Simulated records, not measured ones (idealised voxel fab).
process module | voxel self aligned contacts
cross-section cut | 260 nm wide | cells 5 nm
A cross-section is a grid of square cells, given in bands from the top down. A band is one or more rows of cells.
Each band's line starts with the height of the band's top and of its bottom, in nm. Then come its materials from left to right, each with its width in nm. One material with "throughout" fills the band from edge to edge. "air" is empty space.
Height 0 is the level under which the wafer as received is all one material. The lowest band goes on downwards, as in "0 down".
A width such as "30 to 40" changes by the same amount from each row of cells to the next, from the band's top row to its bottom row.
"no change" after a step means that no cell of the cross-section changed.
closed voids: empty space of 8 cells or more with no open way to the top, each as width x height at its distance from the left edge, in nm
after a step's settings: what the simulator itself notes on the step
overlay nm, on a step with a mask: how far to the right of its planned place the mask lay; to the left if negative
plan
1 op RECEIVE | material Si
2 op CONFORMAL_DEP | material SiO2 | thk nm 5
3 op DIRECTIONAL_DEP | material polySi | thk nm 30
4 op DIRECTIONAL_DEP | material SiN | thk nm 25
5 op MASKED_ETCH | tone cover | mask id GATE | width nm 25 | pitch nm 60 | etch materials SiN | depth nm 25 | overlay nm 0
6 op MASKED_ETCH | tone cover | mask id GATE | width nm 25 | pitch nm 60 | etch materials polySi | depth nm 30 | overlay nm 0
7 op CONFORMAL_DEP | material SiN | thk nm 10
8 op DIRECTIONAL_ETCH | etch materials SiN | depth nm 10
9 op FILL_DEP | material SiO2 | thk nm 15
10 op CMP | height nm 65
11 op MASKED_ETCH | tone open | mask id CONTACT | width nm 45 | pitch nm 60 | etch materials SiO2 | depth nm 65 | overlay nm -15
12 op CONFORMAL_DEP | material TiN | thk nm 5
13 op FILL_DEP | material W | thk nm 5
14 op CMP | height nm 65
15 op CONFORMAL_DEP | material SiCN | thk nm 5
varied across the wafers: overlay nm of step 11. The plan shows the first wafer's value. All wafers start alike
first wafer as received, after step 1
  0 down: Si throughout
  closed voids: none
each wafer at the end: cells of each material gained (+) or lost (-) since it was received, then its closed voids
overlay nm -15 | +52 SiCN | +207 SiN | +289 SiO2 | +66 TiN | +24 W | +90 polySi | closed voids: none
overlay nm -10 | +52 SiCN | +207 SiN | +289 SiO2 | +66 TiN | +24 W | +90 polySi | closed voids: none
overlay nm -5 | +52 SiCN | +207 SiN | +289 SiO2 | +66 TiN | +24 W | +90 polySi | closed voids: none
overlay nm 0 | +52 SiCN | +207 SiN | +289 SiO2 | +66 TiN | +24 W | +90 polySi | closed voids: none
overlay nm 5 | +52 SiCN | +207 SiN | +289 SiO2 | +66 TiN | +24 W | +90 polySi | closed voids: none
overlay nm 10 | +52 SiCN | +207 SiN | +289 SiO2 | +66 TiN | +24 W | +90 polySi | closed voids: none
overlay nm 15 | +52 SiCN | +207 SiN | +289 SiO2 | +66 TiN | +24 W | +90 polySi | closed voids: none
